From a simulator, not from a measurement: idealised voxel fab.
You're looking at the process module voxel transistor to metal.
Xsec cut, 165 nm wide, square cell size 5 nm.
This document writes a cross-section as a grid whose cells are square, and gives it as bands, listed from the top down; one or more rows of cells form a band. Read a band's entry like this: the first values are the height of its top and the height of its bottom in nm, and what follows is the sequence of materials from left to right, each with its width in nm. Note that "blank" is empty space, and that a single material marked "everywhere" reaches across the band from edge to edge. Height is counted from the level 0, under which the received wafer is composed throughout of one material. The lowest of the bands is not closed at the bottom but continues downward, in the notation "z 0 and below". When a width is written as two numbers, as in "30->40", the first number is the width in the top row of cells of the band and the second is the width in its bottom row, and the width changes by the same amount from each row to the next. Any step labelled "identical to before" changed none of the cells in the cross-section. Entry "Cavities, sealed". Content: empty spaces with no open connection to the top, size 8 cells or greater. Each: width x height at distance. Distance: from left edge. Unit: nm. On a step's line, text after the settings is the simulator commenting on that step. "overlay nm" denotes, for a step that has a mask, the displacement of the mask to the right of its planned place, with negative values corresponding to the left.
SO HERE'S THE LINEUP OF PROCESS STEPS WE PLANNED
1 RECEIVE (material Si)
2 OXIDIZE (depth nm 5)
3 CONFORMAL_DEP (material SiN; thk nm 10)
4 MASKED_ETCH (tone cover; mask id ACTIVE; width nm 115; etch materials SiN; depth nm 10; overlay nm 0)
5 MASKED_ETCH (tone cover; mask id ACTIVE; width nm 115; etch materials SiO2; depth nm 5; overlay nm 0)
6 MASKED_ETCH (tone cover; mask id ACTIVE; width nm 115; etch materials Si; depth nm 35; overlay nm 0)
7 OXIDIZE (depth nm 5)
8 FILL_DEP (material SiO2; thk nm 15)
9 CMP (height nm 10)
10 SELECTIVE_ETCH (etch materials SiO2; depth nm 10)
11 STRIP (etch materials SiN)
12 SELECTIVE_ETCH (etch materials SiO2; depth nm 5)
13 OXIDIZE (depth nm 5)
14 DIRECTIONAL_DEP (material polySi; thk nm 25)
15 DIRECTIONAL_DEP (material SiCN; thk nm 10)
16 MASKED_ETCH (tone cover; mask id GATE; width nm 35; etch materials SiCN; depth nm 20; overlay nm 0)
17 MASKED_ETCH (tone cover; mask id GATE; width nm 35; etch materials polySi; depth nm 35; overlay nm 0)
18 CONFORMAL_DEP (material SiN; thk nm 10)
19 DIRECTIONAL_ETCH (etch materials SiN; depth nm 10)
20 DIRECTIONAL_ETCH (etch materials SiO2; depth nm 5)
21 DIRECTIONAL_ETCH (etch materials Si; depth nm 5)
22 EPI (material SiGe; thk nm 5)
23 FILL_DEP (material SiO2; thk nm 10)
24 CMP (height nm 20)
25 STRIP (etch materials polySi)
26 SELECTIVE_ETCH (etch materials SiO2; depth nm 5)
27 CONFORMAL_DEP (material HfO2; thk nm 5)
28 CONFORMAL_DEP (material TiN; thk nm 5)
29 FILL_DEP (material W; thk nm 5)
30 CMP (height nm 15)
31 DIRECTIONAL_DEP (material SiO2; thk nm 10)
32 DIRECTIONAL_DEP (material aC; thk nm 10)
33 PATTERN (tone open; mask id CONTACT; material resist; width nm 20; pitch nm 85; thk nm 30; overlay nm 0)
34 DIRECTIONAL_ETCH (etch materials aC; depth nm 10)
35 STRIP (etch materials resist)
36 DIRECTIONAL_ETCH (etch materials SiO2; depth nm 35)
37 STRIP (etch materials aC)
38 CONFORMAL_DEP (material TiN; thk nm 5)
39 FILL_DEP (material W; thk nm 5)
40 CMP (height nm 25)
41 DIRECTIONAL_DEP (material TiN; thk nm 5)
42 DIRECTIONAL_DEP (material W; thk nm 25)
43 MASKED_ETCH (tone cover; mask id METAL_1; width nm 20; pitch nm 85; etch materials W; depth nm 25; overlay nm 0)
44 MASKED_ETCH (tone cover; mask id METAL_1; width nm 20; pitch nm 85; etch materials TiN; depth nm 5; overlay nm 0)
45 CONFORMAL_DEP (material SiN; thk nm 5)
46 FILL_DEP (material lowk; thk nm 5)
47 CMP (height nm 55)
48 CONFORMAL_DEP (material SiCN; thk nm 5)
CROSS-SECTIONAL VIEW OF THE WAFER IN ITS AS-RECEIVED CONDITION, CORRESPONDING TO THE STATE AFTER STEP 1
    z 0 and below | Si everywhere
    Cavities, sealed: none
CROSS-SECTION AT MODULE END, ONE RUN ERROR; START AND PLAN UNCHANGED FROM ABOVE
    z 60 to 55 | SiCN everywhere
    z 55 to 30 | lowk=25, then SiN=5, then W=20, then SiN=5, then lowk=55, then SiN=5, then W=20, then SiN=5, then lowk=25
    z 30 to 25 | SiN=30, then TiN=20, then SiN=65, then TiN=20, then SiN=30
    z 25 to 15 | SiO2=30, then TiN=5, then W=10, then TiN=5, then SiO2=65, then TiN=5, then W=10, then TiN=5, then SiO2=30
    z 15 to 10 | SiO2=30, then TiN=20, then SiO2=5, then SiN=10, then HfO2=35, then SiN=10, then SiO2=5, then TiN=20, then SiO2=30
    z 10 to 0 | SiO2=25, then SiN=115, then SiO2=25
    z 0 to -5 | SiO2 everywhere
    z -5 to -45 | SiO2=30, then Si=105, then SiO2=30
    z -45 and below | Si everywhere
    Cavities, sealed: none
Plan not followed: not run: step 9 of the plan (skipped)
